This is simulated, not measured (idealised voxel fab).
Presented below is a process module, voxel released beams.
It is cross-section cut that appears here, measuring 185 nm in width, its square cells being 5 nm in size.
Cross-section format: a grid of square cells, given as bands from top to bottom; each band is one or more rows of cells.
It is stipulated that each band's entry specify, in nanometres, the height of the top of the band and then that of its bottom, followed by the materials of the band in left-to-right sequence, each together with its width in nanometres. A single material marked by the word "full width" is understood to fill the band from edge to edge; the word "empty" is understood to denote empty space.
Heights from 0 (as-received wafer is one material below). Bottom band endless downward, as "0 down".
It should be noted that a width expressed as "30->40" varies in equal increments from row to row of cells within the band, taking the value of the first number at the top row and that of the second number at the bottom row.
Key: "remained unchanged" - step with no changed cell in the cross-section.
Enclosed voids (no open way to top), threshold 8 cells or more, entry "Sealed void list", notation width x height at distance, distance from left edge, nm.
Heads up: the bit after the settings on a step's line is the simulator's remark on that step.
"overlay nm", when on a step's line for a step with a mask, measures how far to the right of its planned place the mask lay; a negative measure means to the left.
The process steps that were planned are listed below
1,RECEIVE [material Si]
2,CONFORMAL_DEP [material SiN] [thk nm 10]
3,DIRECTIONAL_DEP [material SiO2] [thk nm 10]
4,PATTERN [tone open] [mask id ANCHOR] [material resist] [width nm 25] [thk nm 15] [overlay nm 0]
5,DIRECTIONAL_ETCH [etch materials SiO2] [depth nm 10]
6,STRIP [etch materials resist]
7,CONFORMAL_DEP [material TiN] [thk nm 10]
8,MASKED_ETCH [tone cover] [mask id BEAM] [width nm 95] [etch materials TiN] [depth nm 10] [overlay nm 0]
9,STRIP [etch materials SiO2]
As received (post step 1): cross-section
	0 down  Si full width
	Sealed void list: none
a wafer at the end: this start, this plan, one mistake
	30 to 20  empty 50  TiN 5  empty 5  TiN 85  empty 40
	20 to 10  empty 45  TiN 25  empty 115
	10 to 0  SiN full width
	0 down  Si full width
	Sealed void list: none
Nonconformance to the process plan: step 8 was processed under conditions differing from the plan, specifically as MASKED_ETCH [tone cover] [mask id BEAM] [width nm 95] [etch materials TiN] [depth nm 10] [overlay nm 10]
